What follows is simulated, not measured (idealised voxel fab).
A process module follows: voxel self aligned contacts.
This is section cut - it's 200 nm across, gridded in 5 nm square cells.
Heads up, the way a cross-section reads in here is a grid of square cells, handed over as bands from the top down, with every band being one or more rows of cells.
Top height, bottom height, nm. Materials left to right, width each, nm. Single material + "all across" = fills band edge to edge. "empty" = empty.
Heights from 0 (as-received wafer is one material below). Bottom band endless downward, as "0 -> down".
A width given as "30->40" starts at the first number in the band's top row and ends at the second number in its bottom row, shifting by an equal amount at every step from row to row.
Where the words "nothing was modified" appear for a step, the cross-section shows no cell changed by that step; every cell remained as before.
Entry "Closed void catalog". Content: empty spaces with no open connection to the top, size 8 cells or greater. Each: width x height at distance. Distance: from left edge. Unit: nm.
What comes after the settings on a step's line is commentary from the simulator itself on that step.
overlay nm: for a step with a mask, the amount by which the mask lay right of where it was planned; a negative amount means left of it.

PLANNED STEP LIST FOR THE PROCESS
- 1: RECEIVE with material Si
- 2: CONFORMAL_DEP with material SiO2, thk nm 5
- 3: DIRECTIONAL_DEP with material polySi, thk nm 30
- 4: DIRECTIONAL_DEP with material SiN, thk nm 20
- 5: DIRECTIONAL_DEP with material aC, thk nm 15
- 6: PATTERN with tone cover, mask id GATE, material resist, width nm 25, pitch nm 60, thk nm 30, overlay nm 0
- 7: DIRECTIONAL_ETCH with etch materials aC, depth nm 15
- 8: STRIP with etch materials resist
- 9: DIRECTIONAL_ETCH with etch materials SiN, depth nm 20
- 10: DIRECTIONAL_ETCH with etch materials polySi, depth nm 30
- 11: STRIP with etch materials aC
- 12: CONFORMAL_DEP with material SiN, thk nm 10
- 13: DIRECTIONAL_ETCH with etch materials SiN, depth nm 5
- 14: FILL_DEP with material SiO2, thk nm 15
- 15: CMP with height nm 60
- 16: MASKED_ETCH with tone open, mask id CONTACT, width nm 45, etch materials SiO2, depth nm 60, overlay nm 0
- 17: CONFORMAL_DEP with material TiN, thk nm 5
- 18: FILL_DEP with material Ru, thk nm 5
- 19: CMP with height nm 60
- 20: CONFORMAL_DEP with material SiN, thk nm 5
Across this set of wafers, the varied parameter is the depth nm of step 13. Starting conditions are identical for every wafer, and the plan reports the value assigned to the first wafer.

FIRST OF SEVERAL WAFERS (AS RECEIVED, POST STEP 1), CROSS-SECTIONAL VIEW
  0 -> down = Si all across
  Closed void catalog: none

ROWS = WAFERS. AT MODULE END, EACH ROW LISTS PER MATERIAL THE CELLS GAINED (+) OR LOST (-) SINCE THE WAFER WAS RECEIVED, THEN THE CLOSED VOIDS
depth nm 5; +9 Ru; +200 SiN; +230 SiO2; +21 TiN; +60 polySi; Closed void catalog: none
depth nm 10; +11 Ru; +160 SiN; +258 SiO2; +31 TiN; +60 polySi; Closed void catalog: none
depth nm 15; +17 Ru; +142 SiN; +270 SiO2; +31 TiN; +60 polySi; Closed void catalog: none
depth nm 20; +23 Ru; +124 SiN; +282 SiO2; +31 TiN; +60 polySi; Closed void catalog: none
